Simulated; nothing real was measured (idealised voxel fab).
Process module, titled voxel self aligned contacts
The cross-section on display is named cut; it measures 150 nm wide, and its cells are 5 nm squares.
Cross-section, as written here: a square-cell grid given band by band from the top down, where a band holds one or more rows of cells. Read a band's entry like this: the first values are the height of its top and the height of its bottom in nm, and what follows is the sequence of materials from left to right, each with its width in nm. Note that "air" is empty space, and that a single material marked "all across" reaches across the band from edge to edge. Heights are measured from 0, the level below which the as-received wafer is all one material; the lowest band has no bottom and continues downward, written as in "0 down". It should be noted that a width expressed as "30 to 40" varies in equal increments from row to row of cells within the band, taking the value of the first number at the top row and that of the second number at the bottom row. "nothing different" after a step means that no cell of the cross-section changed. Entry "Enclosed empty spaces" = empty spaces >= 8 cells with no open way to the top; each as width x height at distance, distance from left edge, all nm. after a step's settings: what the simulator itself notes on the step. overlay nm: on a step with a mask, how far right of its planned place the mask lay; negative means left.

-- The steps planned for the process are as follows
1,RECEIVE, material Si
2,CONFORMAL_DEP, material SiO2, thk nm 5
3,DIRECTIONAL_DEP, material polySi, thk nm 25
4,DIRECTIONAL_DEP, material SiN, thk nm 20
5,DIRECTIONAL_DEP, material aC, thk nm 15
6,PATTERN, tone cover, mask id GATE, material resist, width nm 30, pitch nm 70, thk nm 30, overlay nm 0
7,DIRECTIONAL_ETCH, etch materials aC, depth nm 15
8,STRIP, etch materials resist
9,DIRECTIONAL_ETCH, etch materials SiN, depth nm 20
10,DIRECTIONAL_ETCH, etch materials polySi, depth nm 25
11,STRIP, etch materials aC
12,CONFORMAL_DEP, material SiN, thk nm 10
13,DIRECTIONAL_ETCH, etch materials SiN, depth nm 10
14,FILL_DEP, material SiO2, thk nm 10
15,CMP, height nm 55
16,MASKED_ETCH, tone open, mask id CONTACT, width nm 40, etch materials SiO2, depth nm 55, overlay nm 0
17,CONFORMAL_DEP, material TiN, thk nm 5
18,FILL_DEP, material W, thk nm 10
19,CMP, height nm 55
20,CONFORMAL_DEP, material SiCN, thk nm 5
What sets these wafers apart? The width nm at step 16. They all start alike, and the plan carries the first wafer's value.

-- First of several wafers, received after step 1, in cross-section
- 0 down  Si all across
- Enclosed empty spaces: none

-- Here is how to read the rows: every wafer has a row, and it shows the wafer at the end of the module, giving for each material how many cells were gained (+) or lost (-) since the wafer was received, then listing its closed voids
width nm 40 | +30 SiCN | +120 SiN | +102 SiO2 | +28 TiN | +20 W | +60 polySi | Enclosed empty spaces: none
width nm 45 | +30 SiCN | +120 SiN | +101 SiO2 | +29 TiN | +20 W | +60 polySi | Enclosed empty spaces: none
width nm 50 | +30 SiCN | +120 SiN | +100 SiO2 | +30 TiN | +20 W | +60 polySi | Enclosed empty spaces: none
width nm 55 | +30 SiCN | +120 SiN | +99 SiO2 | +31 TiN | +20 W | +60 polySi | Enclosed empty spaces: none
width nm 60 | +30 SiCN | +120 SiN | +98 SiO2 | +32 TiN | +20 W | +60 polySi | Enclosed empty spaces: none
width nm 65 | +30 SiCN | +120 SiN | +97 SiO2 | +33 TiN | +20 W | +60 polySi | Enclosed empty spaces: none
